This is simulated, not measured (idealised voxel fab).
This is a process module. Its name is voxel wiring stack.
Square cell edge 5 nm, section width 220 nm, ID cut.
In this document a cross-section is written as a grid of square cells. It is given as a series of bands, listed from the top down, and a band is one or more rows of cells.
First you get the band's top height and its bottom height, in nm, and then the materials it's made of, left to right, with each width in nm. If you see a single material with "all across", that one covers the band edge to edge. "air" is empty space.
The reference from which all heights are counted is 0, the level beneath which the as-received wafer is entirely one material; the lowest band, having no lower bound, proceeds downward and is written after the example "0 -> down".
Think of "30 to 40" as a width that walks from the first number to the second as you go down the band, top row to bottom row, taking equal-sized steps from row to row.
You'll sometimes find "remained the same" written for a step, and that's the way of saying that nowhere in the cross-section did a cell change during that step.
"Voids, sealed" contains a list of empty spaces, each no smaller than 8 cells and without an open way to the top, written in the form width x height at distance with the distance from the left edge and all three in nm.
The remark found on a step's line after its settings is issued by the simulator itself and pertains to that step.
Regarding "overlay nm": on a step with a mask, it is the distance the mask lay to the right of its planned place; a negative value places it to the left.
List of planned process steps
- 1: RECEIVE: material Si
- 2: CONFORMAL_DEP: material SiO2, thk nm 10
- 3: DIRECTIONAL_DEP: material TiN, thk nm 5
- 4: DIRECTIONAL_DEP: material Ru, thk nm 15
- 5: MASKED_ETCH: tone cover, mask id METAL_1, width nm 30, pitch nm 50, etch materials Ru, depth nm 15, overlay nm 0
- 6: MASKED_ETCH: tone cover, mask id METAL_1, width nm 30, pitch nm 50, etch materials TiN, depth nm 5, overlay nm 0
- 7: FILL_DEP: material lowk, thk nm 5
- 8: CMP: height nm 30
- 9: CONFORMAL_DEP: material SiCN, thk nm 5
- 10: DIRECTIONAL_DEP: material lowk, thk nm 10
- 11: MASKED_ETCH: tone open, mask id PLUG_1, width nm 15, pitch nm 50, etch materials lowk, depth nm 10, overlay nm 0
- 12: MASKED_ETCH: tone open, mask id PLUG_1, width nm 15, pitch nm 50, etch materials SiCN, depth nm 5, overlay nm 0
- 13: EPI: material Ru, thk nm 10
- 14: EPI: material Ru, thk nm 5
- 15: DIRECTIONAL_DEP: material TiN, thk nm 5
- 16: DIRECTIONAL_DEP: material Ru, thk nm 20
- 17: DIRECTIONAL_DEP: material aC, thk nm 10
- 18: PATTERN: tone cover, mask id METAL_2, material resist, width nm 30, pitch nm 50, thk nm 30, overlay nm 0
- 19: DIRECTIONAL_ETCH: etch materials aC, depth nm 10
- 20: STRIP: etch materials resist
- 21: DIRECTIONAL_ETCH: etch materials Ru, depth nm 20
- 22: DIRECTIONAL_ETCH: etch materials TiN, depth nm 5
- 23: STRIP: etch materials aC
- 24: CONFORMAL_DEP: material SiN, thk nm 5
- 25: FILL_DEP: material SiO2, thk nm 5
- 26: CMP: height nm 70
- 27: CONFORMAL_DEP: material SiCN, thk nm 5
- 28: DIRECTIONAL_DEP: material lowk, thk nm 20
- 29: PATTERN: tone open, mask id PLUG_2, material resist, width nm 15, pitch nm 50, thk nm 20, overlay nm 0
- 30: DIRECTIONAL_ETCH: etch materials lowk, depth nm 20
- 31: DIRECTIONAL_ETCH: etch materials SiCN, depth nm 5
- 32: STRIP: etch materials resist
- 33: EPI: material Ru, thk nm 10
- 34: EPI: material Ru, thk nm 10
- 35: EPI: material Ru, thk nm 5
- 36: CONFORMAL_DEP: material SiCN, thk nm 5
- 37: DIRECTIONAL_DEP: material lowk, thk nm 25
- 38: MASKED_ETCH: tone open, mask id METAL_3, width nm 30, pitch nm 50, etch materials lowk, depth nm 25, overlay nm 0
- 39: MASKED_ETCH: tone open, mask id METAL_3, width nm 30, pitch nm 50, etch materials SiCN, depth nm 5, overlay nm 0
- 40: CONFORMAL_DEP: material TiN, thk nm 5
- 41: FILL_DEP: material W, thk nm 5
- 42: CMP: height nm 125
- 43: EPI: material Ru, thk nm 5
- 44: FILL_DEP: material SiCN, thk nm 5
Incoming wafer, cross-sectional view, post step 1
- 0 -> down: Si all across
- Voids, sealed: none
Look at the cross-section after the module: the wafer started out the way shown above and the plan was the one shown above, yet one mistake was made along the way
- 135 -> 130: SiCN all across
- 130 -> 125: 45 SiCN  35 Ru  15 SiCN  35 Ru  15 SiCN  35 Ru  40 SiCN
- 125 -> 100: 50 lowk  5 TiN  15 W  5 TiN  25 lowk  5 TiN  15 W  5 TiN  25 lowk  5 TiN  15 W  5 TiN  45 lowk
- 100 -> 95: 50 SiCN  25 TiN  25 SiCN  25 TiN  25 SiCN  25 TiN  45 SiCN
- 95 -> 75: 45 lowk  15 Ru  35 lowk  15 Ru  35 lowk  15 Ru  60 lowk
- 75 -> 70: 45 SiCN  15 Ru  35 SiCN  15 Ru  35 SiCN  15 Ru  60 SiCN
- 70 -> 50: 40 SiO2  5 SiN  30 Ru  5 SiN  10 SiO2  5 SiN  30 Ru  5 SiN  10 SiO2  5 SiN  30 Ru  5 SiN  40 SiO2
- 50 -> 45: 45 SiN  30 TiN  20 SiN  30 TiN  20 SiN  30 TiN  45 SiN
- 45 -> 35: 45 lowk  15 Ru  35 lowk  15 Ru  35 lowk  15 Ru  60 lowk
- 35 -> 30: 45 SiCN  15 Ru  35 SiCN  15 Ru  35 SiCN  15 Ru  60 SiCN
- 30 -> 15: 45 lowk  30 Ru  20 lowk  30 Ru  20 lowk  30 Ru  45 lowk
- 15 -> 10: 45 lowk  30 TiN  20 lowk  30 TiN  20 lowk  30 TiN  45 lowk
- 10 -> 0: SiO2 all across
- 0 -> down: Si all across
- Voids, sealed: none
Nonconformance to the process plan: heads up, step 38 didn't go per plan, it actually ran as MASKED_ETCH: tone open, mask id METAL_3, width nm 25, pitch nm 50, etch materials lowk, depth nm 25, overlay nm 0
